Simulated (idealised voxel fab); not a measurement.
The process module presented herein is designated voxel fin reveal.
For reference, the cross-section in this document is cut, with width 155 nm and square cells of 5 nm.
Cross-section = grid of square cells, listed top down in bands; band = one or more rows.
What a band's entry tells you: where the top is and where the bottom is, as heights in nm, and after that what lies inside, material by material from left to right, each with its width in nm. Empty space is written as the word "empty", and a single material marked with the word "throughout" occupies the band from edge to edge.
Below 0: as-received wafer, all one material; heights counted from there. Lowest band: no bottom, goes on down, written "top 0, no bottom".
Top row gets the first number, bottom row gets the second, and each row in between changes by the same step: that is how a band width like "30 to 40" works.
Step note "no alteration" = no cross-section cell changed.
So "Enclosed void catalog" is basically the list of trapped voids: any empty space of 8 cells or more that can't reach the top through an opening. They're written width x height at distance, the distance being from the left edge, and it's all nm.
On a step's line, text after the settings is the simulator commenting on that step.
overlay nm: mask right of planned place by this much (step with mask). Neg. = left.
# Listed below are the process steps as planned
| 1 | RECEIVE, material Si |
| 2 | CONFORMAL_DEP, material SiN, thk nm 10 |
| 3 | MASKED_ETCH, tone cover, mask id FINS, width nm 15, pitch nm 35, etch materials SiN, depth nm 10, overlay nm 0 |
| 4 | MASKED_ETCH, tone cover, mask id FINS, width nm 15, pitch nm 35, etch materials Si, depth nm 30, overlay nm 0 |
| 5 | OXIDIZE, depth nm 5 |
| 6 | FILL_DEP, material SiO2, thk nm 15 |
| 7 | CMP, height nm 10 |
| 8 | SELECTIVE_ETCH, etch materials SiO2, depth nm 25 |
| 9 | STRIP, etch materials SiN |
# Account of the first of two wafers, which was processed as intended
# Cross-section: wafer on arrival = after step 1
    top 0, no bottom  Si throughout
    Enclosed void catalog: none
# Wafer section view after processing step 2
    top 10, bottom 0  SiN throughout
    At heights below 0, the structure remains unaltered.
# Wafer section view after processing step 3
    top 10, bottom 0  empty 35  SiN 15  empty 20  SiN 15  empty 20  SiN 15  empty 35
    At heights below 0, the structure remains unaltered.
# Wafer section view after processing step 4
    top 10, bottom 0  empty 35  SiN 15  empty 20  SiN 15  empty 20  SiN 15  empty 35
    top 0, bottom -30  empty 35  Si 15  empty 20  Si 15  empty 20  Si 15  empty 35
    At heights below -30, the structure remains unaltered.
# Wafer section view after processing step 5
    top 10, bottom 0  empty 35  SiN 15  empty 20  SiN 15  empty 20  SiN 15  empty 35
    top 0, bottom -30  empty 35  SiO2 5  Si 5  SiO2 5  empty 20  SiO2 5  Si 5  SiO2 5  empty 20  SiO2 5  Si 5  SiO2 5  empty 35
    top -30, bottom -35  SiO2 40  Si 5  SiO2 30  Si 5  SiO2 30  Si 5  SiO2 40
    At heights below -35, the structure remains unaltered.
# Wafer section view after processing step 6
    top 25, bottom 10  SiO2 throughout
    top 10, bottom 0  SiO2 35  SiN 15  SiO2 20  SiN 15  SiO2 20  SiN 15  SiO2 35
    top 0, bottom -35  SiO2 40  Si 5  SiO2 30  Si 5  SiO2 30  Si 5  SiO2 40
    At heights below -35, the structure remains unaltered.
# Wafer section view after processing step 7
    top 10, bottom 0  SiO2 35  SiN 15  SiO2 20  SiN 15  SiO2 20  SiN 15  SiO2 35
    At heights below 0, the structure remains unaltered.
# Wafer section view after processing step 8
    top 10, bottom 0  empty 35  SiN 15  empty 20  SiN 15  empty 20  SiN 15  empty 35
    top 0, bottom -15  empty 40  Si 5  empty 30  Si 5  empty 30  Si 5  empty 40
    At heights below -15, the structure remains unaltered.
# Wafer section view after processing step 9
    top 0, bottom -15  empty 40  Si 5  empty 30  Si 5  empty 30  Si 5  empty 40
    At heights below -15, the structure remains unaltered.
# Wafer two of the pair: same origin, same plan, one error during the run; identical to wafer one up to and including step 8
The second wafer cut through, at the time step 9 was supposed to be finished: no alteration
what went wrong: plan step 9 skipped
Final tally in cells, some materials are higher or lower on the second wafer than on the first: SiN +18
